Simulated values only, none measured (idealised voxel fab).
process module | voxel transistor to metal
cross-section cut | 215 nm wide | cells 5 nm
A cross-section is a grid of square cells, given in bands from the top down. A band is one or more rows of cells.
Each band's line starts with the height of the band's top and of its bottom, in nm. Then come its materials from left to right, each with its width in nm. One material with "throughout" fills the band from edge to edge. "air" is empty space.
Height 0 is the level under which the wafer as received is all one material. The lowest band goes on downwards, as in "0 down".
A width such as "30 to 40" changes by the same amount from each row of cells to the next, from the band's top row to its bottom row.
"no change" after a step means that no cell of the cross-section changed.
closed voids: empty space of 8 cells or more with no open way to the top, each as width x height at its distance from the left edge, in nm
after a step's settings: what the simulator itself notes on the step
overlay nm, on a step with a mask: how far to the right of its planned place the mask lay; to the left if negative
plan
1 op RECEIVE | material Si
2 op OXIDIZE | depth nm 5
3 op CONFORMAL_DEP | material SiN | thk nm 15
4 op MASKED_ETCH | tone cover | mask id ACTIVE | width nm 105 | etch materials SiN | depth nm 15 | overlay nm 0
5 op MASKED_ETCH | tone cover | mask id ACTIVE | width nm 105 | etch materials SiO2 | depth nm 5 | overlay nm 0
6 op MASKED_ETCH | tone cover | mask id ACTIVE | width nm 105 | etch materials Si | depth nm 25 | overlay nm 0
7 op OXIDIZE | depth nm 5
8 op FILL_DEP | material SiO2 | thk nm 15
9 op CMP | height nm 15
10 op SELECTIVE_ETCH | etch materials SiO2 | depth nm 10
11 op STRIP | etch materials SiN
12 op SELECTIVE_ETCH | etch materials SiO2 | depth nm 5
13 op OXIDIZE | depth nm 5
14 op DIRECTIONAL_DEP | material polySi | thk nm 25
15 op DIRECTIONAL_DEP | material SiCN | thk nm 10
16 op PATTERN | tone cover | mask id GATE | material resist | width nm 15 | thk nm 15 | overlay nm 0
17 op DIRECTIONAL_ETCH | etch materials SiCN | depth nm 20
18 op DIRECTIONAL_ETCH | etch materials polySi | depth nm 35
19 op STRIP | etch materials resist
20 op CONFORMAL_DEP | material SiO2 | thk nm 5
21 op DIRECTIONAL_ETCH | etch materials SiO2 | depth nm 5
22 op CONFORMAL_DEP | material SiN | thk nm 10
23 op DIRECTIONAL_ETCH | etch materials SiN | depth nm 10
24 op DIRECTIONAL_ETCH | etch materials SiO2 | depth nm 5
25 op DIRECTIONAL_ETCH | etch materials Si | depth nm 5
26 op EPI | material nSi | thk nm 10
27 op FILL_DEP | material SiO2 | thk nm 10
28 op CMP | height nm 30
29 op DIRECTIONAL_DEP | material SiO2 | thk nm 10
30 op MASKED_ETCH | tone open | mask id CONTACT | width nm 20 | pitch nm 75 | etch materials SiO2 | depth nm 40 | overlay nm 0
31 op CONFORMAL_DEP | material TiN | thk nm 5
32 op FILL_DEP | material W | thk nm 10
33 op CMP | height nm 40
34 op DIRECTIONAL_DEP | material TiN | thk nm 5
35 op DIRECTIONAL_DEP | material W | thk nm 15
36 op MASKED_ETCH | tone cover | mask id METAL_1 | width nm 20 | pitch nm 75 | etch materials W | depth nm 15 | overlay nm 0
37 op MASKED_ETCH | tone cover | mask id METAL_1 | width nm 20 | pitch nm 75 | etch materials TiN | depth nm 5 | overlay nm 0
38 op CONFORMAL_DEP | material SiN | thk nm 5
39 op FILL_DEP | material lowk | thk nm 10
40 op CMP | height nm 60
41 op CONFORMAL_DEP | material SiCN | thk nm 5
42 op DIRECTIONAL_DEP | material SiO2 | thk nm 35
43 op PATTERN | tone open | mask id METAL_2_HOLES | material resist | width nm 15 | pitch nm 75 | thk nm 20 | overlay nm 0
44 op DIRECTIONAL_ETCH | etch materials SiO2 | depth nm 35
45 op STRIP | etch materials resist
46 op DIRECTIONAL_DEP | material aC | thk nm 15
47 op PATTERN | tone open | mask id METAL_2 | material resist | width nm 20 | pitch nm 75 | thk nm 30 | overlay nm 0
48 op DIRECTIONAL_ETCH | etch materials aC | depth nm 15
49 op STRIP | etch materials resist
50 op DIRECTIONAL_ETCH | etch materials SiO2 | depth nm 20
51 op DIRECTIONAL_ETCH | etch materials SiCN | depth nm 5
52 op STRIP | etch materials aC
53 op CONFORMAL_DEP | material TiN | thk nm 5
54 op FILL_DEP | material Ru | thk nm 10
55 op CMP | height nm 100
56 op CONFORMAL_DEP | material SiN | thk nm 5
first wafer, as planned
as received, after step 1
  0 down: Si throughout
  closed voids: none
after step 2
  0 to -5: SiO2 throughout
  below -5: unchanged
after step 3
  15 to 0: SiN throughout
  below 0: unchanged
after step 4
  15 to 0: air 55 | SiN 105 | air 55
  below 0: unchanged
after step 5
  15 to 0: air 55 | SiN 105 | air 55
  0 to -5: air 55 | SiO2 105 | air 55
  below -5: unchanged
after step 6
  15 to 0: air 55 | SiN 105 | air 55
  0 to -5: air 55 | SiO2 105 | air 55
  -5 to -30: air 55 | Si 105 | air 55
  below -30: unchanged
after step 7
  15 to 0: air 55 | SiN 105 | air 55
  0 to -5: air 55 | SiO2 105 | air 55
  -5 to -30: air 55 | SiO2 5 | Si 95 | SiO2 5 | air 55
  -30 to -35: SiO2 60 | Si 95 | SiO2 60
  below -35: unchanged
after step 8
  30 to 15: SiO2 throughout
  15 to 0: SiO2 55 | SiN 105 | SiO2 55
  0 to -5: SiO2 throughout
  -5 to -35: SiO2 60 | Si 95 | SiO2 60
  below -35: unchanged
after step 9
  15 to 0: SiO2 55 | SiN 105 | SiO2 55
  below 0: unchanged
after step 10
  15 to 5: air 55 | SiN 105 | air 55
  below 5: unchanged
after step 11
  5 to 0: SiO2 55 | air 105 | SiO2 55
  below 0: unchanged
after step 12
  0 to -5: SiO2 50 | air 115 | SiO2 50
  below -5: unchanged
after step 13
  0 to -5: SiO2 50 | air 115 | SiO2 50
  -5 to -10: SiO2 throughout
  below -10: unchanged
after step 14
  25 to 20: polySi 50 | air 115 | polySi 50
  20 to 0: polySi throughout
  0 to -5: SiO2 50 | polySi 115 | SiO2 50
  below -5: unchanged
after step 15
  35 to 30: SiCN 50 | air 115 | SiCN 50
  30 to 25: SiCN throughout
  25 to 20: polySi 50 | SiCN 115 | polySi 50
  below 20: unchanged
after step 16
  50 to 35: air 100 | resist 15 | air 100
  35 to 30: SiCN 50 | air 50 | resist 15 | air 50 | SiCN 50
  below 30: unchanged
after step 17
  50 to 30: air 100 | resist 15 | air 100
  30 to 25: air 100 | SiCN 15 | air 100
  25 to 20: polySi 50 | air 50 | SiCN 15 | air 50 | polySi 50
  below 20: unchanged
after step 18
  50 to 30: air 100 | resist 15 | air 100
  30 to 20: air 100 | SiCN 15 | air 100
  20 to 0: air 100 | polySi 15 | air 100
  0 to -5: SiO2 50 | air 50 | polySi 15 | air 50 | SiO2 50
  below -5: unchanged
after step 19
  30 to 20: air 100 | SiCN 15 | air 100
  below 20: unchanged
after step 20
  35 to 30: air 95 | SiO2 25 | air 95
  30 to 20: air 95 | SiO2 5 | SiCN 15 | SiO2 5 | air 95
  20 to 5: air 95 | SiO2 5 | polySi 15 | SiO2 5 | air 95
  5 to 0: SiO2 55 | air 40 | SiO2 5 | polySi 15 | SiO2 5 | air 40 | SiO2 55
  0 to -5: SiO2 100 | polySi 15 | SiO2 100
  below -5: unchanged
after step 21
  30 to 20: air 95 | SiO2 5 | SiCN 15 | SiO2 5 | air 95
  20 to 0: air 95 | SiO2 5 | polySi 15 | SiO2 5 | air 95
  0 to -5: SiO2 55 | air 40 | SiO2 5 | polySi 15 | SiO2 5 | air 40 | SiO2 55
  below -5: unchanged
after step 22
  40 to 30: air 85 | SiN 45 | air 85
  30 to 20: air 85 | SiN 10 | SiO2 5 | SiCN 15 | SiO2 5 | SiN 10 | air 85
  20 to 10: air 85 | SiN 10 | SiO2 5 | polySi 15 | SiO2 5 | SiN 10 | air 85
  10 to 5: SiN 65 | air 20 | SiN 10 | SiO2 5 | polySi 15 | SiO2 5 | SiN 10 | air 20 | SiN 65
  5 to 0: SiN 95 | SiO2 5 | polySi 15 | SiO2 5 | SiN 95
  0 to -5: SiO2 55 | SiN 40 | SiO2 5 | polySi 15 | SiO2 5 | SiN 40 | SiO2 55
  below -5: unchanged
after step 23
  30 to 20: air 85 | SiN 10 | SiO2 5 | SiCN 15 | SiO2 5 | SiN 10 | air 85
  20 to 0: air 85 | SiN 10 | SiO2 5 | polySi 15 | SiO2 5 | SiN 10 | air 85
  0 to -5: SiO2 55 | SiN 10 | air 20 | SiN 10 | SiO2 5 | polySi 15 | SiO2 5 | SiN 10 | air 20 | SiN 10 | SiO2 55
  below -5: unchanged
after step 24
  30 to 25: air 85 | SiN 10 | air 5 | SiCN 15 | air 5 | SiN 10 | air 85
  25 to 20: air 85 | SiN 10 | SiO2 5 | SiCN 15 | SiO2 5 | SiN 10 | air 85
  20 to 0: air 85 | SiN 10 | SiO2 5 | polySi 15 | SiO2 5 | SiN 10 | air 85
  0 to -5: air 55 | SiN 10 | air 20 | SiN 10 | SiO2 5 | polySi 15 | SiO2 5 | SiN 10 | air 20 | SiN 10 | air 55
  -5 to -10: SiO2 65 | air 20 | SiO2 45 | air 20 | SiO2 65
  below -10: unchanged
after step 25
  30 to 25: air 85 | SiN 10 | air 5 | SiCN 15 | air 5 | SiN 10 | air 85
  25 to 20: air 85 | SiN 10 | SiO2 5 | SiCN 15 | SiO2 5 | SiN 10 | air 85
  20 to 0: air 85 | SiN 10 | SiO2 5 | polySi 15 | SiO2 5 | SiN 10 | air 85
  0 to -5: air 55 | SiN 10 | air 20 | SiN 10 | SiO2 5 | polySi 15 | SiO2 5 | SiN 10 | air 20 | SiN 10 | air 55
  -5 to -10: SiO2 65 | air 20 | SiO2 45 | air 20 | SiO2 65
  -10 to -15: SiO2 60 | Si 5 | air 20 | Si 45 | air 20 | Si 5 | SiO2 60
  below -15: unchanged
after step 26
  30 to 25: air 85 | SiN 10 | air 5 | SiCN 15 | air 5 | SiN 10 | air 85
  25 to 20: air 85 | SiN 10 | SiO2 5 | SiCN 15 | SiO2 5 | SiN 10 | air 85
  20 to 0: air 85 | SiN 10 | SiO2 5 | polySi 15 | SiO2 5 | SiN 10 | air 85
  0 to -5: air 55 | SiN 10 | nSi 20 | SiN 10 | SiO2 5 | polySi 15 | SiO2 5 | SiN 10 | nSi 20 | SiN 10 | air 55
  -5 to -10: SiO2 65 | nSi 20 | SiO2 45 | nSi 20 | SiO2 65
  -10 to -15: SiO2 60 | Si 5 | nSi 20 | Si 45 | nSi 20 | Si 5 | SiO2 60
  below -15: unchanged
after step 27
  40 to 30: SiO2 throughout
  30 to 20: SiO2 85 | SiN 10 | SiO2 5 | SiCN 15 | SiO2 5 | SiN 10 | SiO2 85
  20 to 0: SiO2 85 | SiN 10 | SiO2 5 | polySi 15 | SiO2 5 | SiN 10 | SiO2 85
  0 to -5: SiO2 55 | SiN 10 | nSi 20 | SiN 10 | SiO2 5 | polySi 15 | SiO2 5 | SiN 10 | nSi 20 | SiN 10 | SiO2 55
  below -5: unchanged
after step 28
  30 to 20: SiO2 85 | SiN 10 | SiO2 5 | SiCN 15 | SiO2 5 | SiN 10 | SiO2 85
  below 20: unchanged
after step 29
  40 to 30: SiO2 throughout
  below 30: unchanged
after step 30
  40 to 30: SiO2 60 | air 20 | SiO2 55 | air 20 | SiO2 60
  30 to 20: SiO2 60 | air 20 | SiO2 5 | SiN 10 | SiO2 5 | SiCN 15 | SiO2 5 | SiN 10 | SiO2 5 | air 20 | SiO2 60
  20 to 0: SiO2 60 | air 20 | SiO2 5 | SiN 10 | SiO2 5 | polySi 15 | SiO2 5 | SiN 10 | SiO2 5 | air 20 | SiO2 60
  below 0: unchanged
after step 31
  45 to 40: TiN 65 | air 10 | TiN 65 | air 10 | TiN 65
  40 to 30: SiO2 60 | TiN 5 | air 10 | TiN 5 | SiO2 55 | TiN 5 | air 10 | TiN 5 | SiO2 60
  30 to 20: SiO2 60 | TiN 5 | air 10 | TiN 5 | SiO2 5 | SiN 10 | SiO2 5 | SiCN 15 | SiO2 5 | SiN 10 | SiO2 5 | TiN 5 | air 10 | TiN 5 | SiO2 60
  20 to 5: SiO2 60 | TiN 5 | air 10 | TiN 5 | SiO2 5 | SiN 10 | SiO2 5 | polySi 15 | SiO2 5 | SiN 10 | SiO2 5 | TiN 5 | air 10 | TiN 5 | SiO2 60
  5 to 0: SiO2 60 | TiN 20 | SiO2 5 | SiN 10 | SiO2 5 | polySi 15 | SiO2 5 | SiN 10 | SiO2 5 | TiN 20 | SiO2 60
  below 0: unchanged
after step 32
  55 to 45: W throughout
  45 to 40: TiN 65 | W 10 | TiN 65 | W 10 | TiN 65
  40 to 30: SiO2 60 | TiN 5 | W 10 | TiN 5 | SiO2 55 | TiN 5 | W 10 | TiN 5 | SiO2 60
  30 to 20: SiO2 60 | TiN 5 | W 10 | TiN 5 | SiO2 5 | SiN 10 | SiO2 5 | SiCN 15 | SiO2 5 | SiN 10 | SiO2 5 | TiN 5 | W 10 | TiN 5 | SiO2 60
  20 to 5: SiO2 60 | TiN 5 | W 10 | TiN 5 | SiO2 5 | SiN 10 | SiO2 5 | polySi 15 | SiO2 5 | SiN 10 | SiO2 5 | TiN 5 | W 10 | TiN 5 | SiO2 60
  below 5: unchanged
after step 33
  40 to 30: SiO2 60 | TiN 5 | W 10 | TiN 5 | SiO2 55 | TiN 5 | W 10 | TiN 5 | SiO2 60
  below 30: unchanged
after step 34
  45 to 40: TiN throughout
  below 40: unchanged
after step 35
  60 to 45: W throughout
  below 45: unchanged
after step 36
  60 to 45: air 60 | W 20 | air 55 | W 20 | air 60
  below 45: unchanged
after step 37
  60 to 45: air 60 | W 20 | air 55 | W 20 | air 60
  45 to 40: air 60 | TiN 20 | air 55 | TiN 20 | air 60
  below 40: unchanged
after step 38
  65 to 60: air 55 | SiN 30 | air 45 | SiN 30 | air 55
  60 to 45: air 55 | SiN 5 | W 20 | SiN 5 | air 45 | SiN 5 | W 20 | SiN 5 | air 55
  45 to 40: SiN 60 | TiN 20 | SiN 55 | TiN 20 | SiN 60
  below 40: unchanged
after step 39
  75 to 65: lowk throughout
  65 to 60: lowk 55 | SiN 30 | lowk 45 | SiN 30 | lowk 55
  60 to 45: lowk 55 | SiN 5 | W 20 | SiN 5 | lowk 45 | SiN 5 | W 20 | SiN 5 | lowk 55
  below 45: unchanged
after step 40
  60 to 45: lowk 55 | SiN 5 | W 20 | SiN 5 | lowk 45 | SiN 5 | W 20 | SiN 5 | lowk 55
  below 45: unchanged
after step 41
  65 to 60: SiCN throughout
  below 60: unchanged
after step 42
  100 to 65: SiO2 throughout
  below 65: unchanged
after step 43
  120 to 100: resist 60 | air 15 | resist 60 | air 15 | resist 65
  below 100: unchanged
after step 44
  120 to 100: resist 60 | air 15 | resist 60 | air 15 | resist 65
  100 to 65: SiO2 60 | air 15 | SiO2 60 | air 15 | SiO2 65
  below 65: unchanged
after step 45
  100 to 65: SiO2 60 | air 15 | SiO2 60 | air 15 | SiO2 65
  below 65: unchanged
after step 46
  115 to 100: aC 60 | air 15 | aC 60 | air 15 | aC 65
  100 to 80: SiO2 60 | air 15 | SiO2 60 | air 15 | SiO2 65
  80 to 65: SiO2 60 | aC 15 | SiO2 60 | aC 15 | SiO2 65
  below 65: unchanged
after step 47
  145 to 115: resist 60 | air 20 | resist 55 | air 20 | resist 60
  below 115: unchanged
after step 48
  130 to 115: resist 60 | air 20 | resist 55 | air 20 | resist 60
  115 to 100: aC 60 | air 20 | aC 55 | air 20 | aC 60
  100 to 65: SiO2 60 | air 15 | SiO2 60 | air 15 | SiO2 65
  below 65: unchanged
after step 49
  115 to 100: aC 60 | air 20 | aC 55 | air 20 | aC 60
  below 100: unchanged
after step 50
  115 to 100: aC 60 | air 20 | aC 55 | air 20 | aC 60
  100 to 80: SiO2 60 | air 20 | SiO2 55 | air 20 | SiO2 60
  below 80: unchanged
after step 51
  115 to 100: aC 60 | air 20 | aC 55 | air 20 | aC 60
  100 to 80: SiO2 60 | air 20 | SiO2 55 | air 20 | SiO2 60
  80 to 65: SiO2 60 | air 15 | SiO2 60 | air 15 | SiO2 65
  65 to 60: SiCN 60 | air 15 | SiCN 60 | air 15 | SiCN 65
  below 60: unchanged
after step 52
  100 to 80: SiO2 60 | air 20 | SiO2 55 | air 20 | SiO2 60
  below 80: unchanged
after step 53
  105 to 100: TiN 65 | air 10 | TiN 65 | air 10 | TiN 65
  100 to 85: SiO2 60 | TiN 5 | air 10 | TiN 5 | SiO2 55 | TiN 5 | air 10 | TiN 5 | SiO2 60
  85 to 80: SiO2 60 | TiN 5 | air 5 | TiN 10 | SiO2 55 | TiN 5 | air 5 | TiN 10 | SiO2 60
  80 to 65: SiO2 60 | TiN 5 | air 5 | TiN 5 | SiO2 60 | TiN 5 | air 5 | TiN 5 | SiO2 65
  65 to 60: SiCN 60 | TiN 15 | SiCN 60 | TiN 15 | SiCN 65
  below 60: unchanged
after step 54
  115 to 105: Ru throughout
  105 to 100: TiN 65 | Ru 10 | TiN 65 | Ru 10 | TiN 65
  100 to 85: SiO2 60 | TiN 5 | Ru 10 | TiN 5 | SiO2 55 | TiN 5 | Ru 10 | TiN 5 | SiO2 60
  85 to 80: SiO2 60 | TiN 5 | Ru 5 | TiN 10 | SiO2 55 | TiN 5 | Ru 5 | TiN 10 | SiO2 60
  80 to 65: SiO2 60 | TiN 5 | Ru 5 | TiN 5 | SiO2 60 | TiN 5 | Ru 5 | TiN 5 | SiO2 65
  below 65: unchanged
after step 55
  100 to 85: SiO2 60 | TiN 5 | Ru 10 | TiN 5 | SiO2 55 | TiN 5 | Ru 10 | TiN 5 | SiO2 60
  below 85: unchanged
after step 56
  105 to 100: SiN throughout
  below 100: unchanged
second wafer: like start, like plan, one mistake. Through step 46 it matches the first wafer
when step 47 should have ended
  145 to 115: air 60 | resist 20 | air 55 | resist 20 | air 60
  115 to 100: aC 60 | resist 15 | aC 60 | resist 15 | aC 65
  100 to 80: SiO2 60 | resist 15 | SiO2 60 | resist 15 | SiO2 65
  below 80: unchanged
when step 48 should have ended
  130 to 115: air 60 | resist 20 | air 55 | resist 20 | air 60
  115 to 100: air 60 | resist 15 | aC 5 | air 55 | resist 15 | aC 5 | air 60
  below 100: unchanged
when step 49 should have ended
  115 to 100: air 75 | aC 5 | air 70 | aC 5 | air 60
  100 to 80: SiO2 60 | air 15 | SiO2 60 | air 15 | SiO2 65
  below 80: unchanged
when step 50 should have ended
  115 to 100: air 75 | aC 5 | air 70 | aC 5 | air 60
  100 to 80: air 75 | SiO2 5 | air 70 | SiO2 5 | air 60
  below 80: unchanged
when step 51 should have ended: no change
when step 52 should have ended
  100 to 80: air 75 | SiO2 5 | air 70 | SiO2 5 | air 60
  80 to 65: SiO2 60 | air 15 | SiO2 60 | air 15 | SiO2 65
  below 65: unchanged
when step 53 should have ended
  105 to 100: air 70 | TiN 15 | air 60 | TiN 15 | air 55
  100 to 85: air 70 | TiN 5 | SiO2 5 | TiN 5 | air 60 | TiN 5 | SiO2 5 | TiN 5 | air 55
  85 to 80: TiN 65 | air 5 | TiN 5 | SiO2 5 | TiN 60 | air 5 | TiN 5 | SiO2 5 | TiN 60
  80 to 70: SiO2 60 | TiN 5 | air 5 | TiN 5 | SiO2 60 | TiN 5 | air 5 | TiN 5 | SiO2 65
  70 to 65: SiO2 60 | TiN 15 | SiO2 60 | TiN 15 | SiO2 65
  below 65: unchanged
when step 54 should have ended
  115 to 105: Ru throughout
  105 to 100: Ru 70 | TiN 15 | Ru 60 | TiN 15 | Ru 55
  100 to 85: Ru 70 | TiN 5 | SiO2 5 | TiN 5 | Ru 60 | TiN 5 | SiO2 5 | TiN 5 | Ru 55
  85 to 80: TiN 65 | Ru 5 | TiN 5 | SiO2 5 | TiN 60 | Ru 5 | TiN 5 | SiO2 5 | TiN 60
  80 to 70: SiO2 60 | TiN 5 | Ru 5 | TiN 5 | SiO2 60 | TiN 5 | Ru 5 | TiN 5 | SiO2 65
  below 70: unchanged
when step 55 should have ended
  100 to 85: Ru 70 | TiN 5 | SiO2 5 | TiN 5 | Ru 60 | TiN 5 | SiO2 5 | TiN 5 | Ru 55
  below 85: unchanged
when step 56 should have ended
  105 to 100: SiN throughout
  below 100: unchanged
what went wrong: step 47 ran as: op PATTERN | tone cover | mask id METAL_2 | material resist | width nm 20 | pitch nm 75 | thk nm 30 | overlay nm 0
at the end the second wafer has, in cells: 97 more of Ru | 6 more of SiCN | 132 fewer of SiO2 | 29 more of TiN
